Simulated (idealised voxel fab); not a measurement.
process module | voxel double patterning
cross-section cut | 215 nm wide | cells 5 nm
A cross-section is a grid of square cells, given in bands from the top down. A band is one or more rows of cells.
Each band's line starts with the height of the band's top and of its bottom, in nm. Then come its materials from left to right, each with its width in nm. One material with "throughout" fills the band from edge to edge. "air" is empty space.
Height 0 is the level under which the wafer as received is all one material. The lowest band goes on downwards, as in "0 down".
A width such as "30 to 40" changes by the same amount from each row of cells to the next, from the band's top row to its bottom row.
"no change" after a step means that no cell of the cross-section changed.
closed voids: empty space of 8 cells or more with no open way to the top, each as width x height at its distance from the left edge, in nm
after a step's settings: what the simulator itself notes on the step
overlay nm, on a step with a mask: how far to the right of its planned place the mask lay; to the left if negative
plan
1 op RECEIVE | material Si
2 op CONFORMAL_DEP | material SiO2 | thk nm 5
3 op DIRECTIONAL_DEP | material W | thk nm 20
4 op DIRECTIONAL_DEP | material SiCN | thk nm 5
5 op DIRECTIONAL_DEP | material aC | thk nm 10
6 op PATTERN | tone open | mask id FIRST | material resist | width nm 15 | pitch nm 50 | thk nm 25 | overlay nm 0
7 op DIRECTIONAL_ETCH | etch materials aC | depth nm 10
8 op STRIP | etch materials resist
9 op DIRECTIONAL_ETCH | etch materials SiCN | depth nm 5
10 op STRIP | etch materials aC
11 op MASKED_ETCH | tone open | mask id SECOND | width nm 15 | pitch nm 50 | etch materials SiCN | depth nm 5 | overlay nm 0
12 op DIRECTIONAL_ETCH | etch materials W | depth nm 20
13 op STRIP | etch materials SiCN
first wafer, as planned
as received, after step 1
  0 down: Si throughout
  closed voids: none
after step 2
  5 to 0: SiO2 throughout
  below 0: unchanged
after step 3
  25 to 5: W throughout
  below 5: unchanged
after step 4
  30 to 25: SiCN throughout
  below 25: unchanged
after step 5
  40 to 30: aC throughout
  below 30: unchanged
after step 6
  65 to 40: resist 50 | air 15 | resist 35 | air 15 | resist 35 | air 15 | resist 50
  below 40: unchanged
after step 7
  55 to 40: resist 50 | air 15 | resist 35 | air 15 | resist 35 | air 15 | resist 50
  40 to 30: aC 50 | air 15 | aC 35 | air 15 | aC 35 | air 15 | aC 50
  below 30: unchanged
after step 8
  40 to 30: aC 50 | air 15 | aC 35 | air 15 | aC 35 | air 15 | aC 50
  below 30: unchanged
after step 9
  40 to 30: aC 50 | air 15 | aC 35 | air 15 | aC 35 | air 15 | aC 50
  30 to 25: SiCN 50 | air 15 | SiCN 35 | air 15 | SiCN 35 | air 15 | SiCN 50
  below 25: unchanged
after step 10
  30 to 25: SiCN 50 | air 15 | SiCN 35 | air 15 | SiCN 35 | air 15 | SiCN 50
  below 25: unchanged
after step 11
  30 to 25: SiCN 50 | air 15 | SiCN 10 | air 15 | SiCN 10 | air 15 | SiCN 10 | air 15 | SiCN 10 | air 15 | SiCN 50
  below 25: unchanged
after step 12
  30 to 25: SiCN 50 | air 15 | SiCN 10 | air 15 | SiCN 10 | air 15 | SiCN 10 | air 15 | SiCN 10 | air 15 | SiCN 50
  25 to 5: W 50 | air 15 | W 10 | air 15 | W 10 | air 15 | W 10 | air 15 | W 10 | air 15 | W 50
  below 5: unchanged
after step 13
  25 to 5: W 50 | air 15 | W 10 | air 15 | W 10 | air 15 | W 10 | air 15 | W 10 | air 15 | W 50
  below 5: unchanged
second wafer: like start, like plan, one mistake. Through step 2 it matches the first wafer
when step 3 should have ended
  30 to 5: W throughout
  below 5: unchanged
when step 4 should have ended
  35 to 30: SiCN throughout
  below 30: unchanged
when step 5 should have ended
  45 to 35: aC throughout
  below 35: unchanged
when step 6 should have ended
  70 to 45: resist 50 | air 15 | resist 35 | air 15 | resist 35 | air 15 | resist 50
  below 45: unchanged
when step 7 should have ended
  60 to 45: resist 50 | air 15 | resist 35 | air 15 | resist 35 | air 15 | resist 50
  45 to 35: aC 50 | air 15 | aC 35 | air 15 | aC 35 | air 15 | aC 50
  below 35: unchanged
when step 8 should have ended
  45 to 35: aC 50 | air 15 | aC 35 | air 15 | aC 35 | air 15 | aC 50
  below 35: unchanged
when step 9 should have ended
  45 to 35: aC 50 | air 15 | aC 35 | air 15 | aC 35 | air 15 | aC 50
  35 to 30: SiCN 50 | air 15 | SiCN 35 | air 15 | SiCN 35 | air 15 | SiCN 50
  below 30: unchanged
when step 10 should have ended
  35 to 30: SiCN 50 | air 15 | SiCN 35 | air 15 | SiCN 35 | air 15 | SiCN 50
  below 30: unchanged
when step 11 should have ended
  35 to 30: SiCN 50 | air 15 | SiCN 10 | air 15 | SiCN 10 | air 15 | SiCN 10 | air 15 | SiCN 10 | air 15 | SiCN 50
  below 30: unchanged
when step 12 should have ended
  35 to 30: SiCN 50 | air 15 | SiCN 10 | air 15 | SiCN 10 | air 15 | SiCN 10 | air 15 | SiCN 10 | air 15 | SiCN 50
  30 to 10: W 50 | air 15 | W 10 | air 15 | W 10 | air 15 | W 10 | air 15 | W 10 | air 15 | W 50
  below 10: unchanged
when step 13 should have ended
  30 to 10: W 50 | air 15 | W 10 | air 15 | W 10 | air 15 | W 10 | air 15 | W 10 | air 15 | W 50
  below 10: unchanged
what went wrong: step 3 ran as: op DIRECTIONAL_DEP | material W | thk nm 25
at the end the second wafer has, in cells: 43 more of W
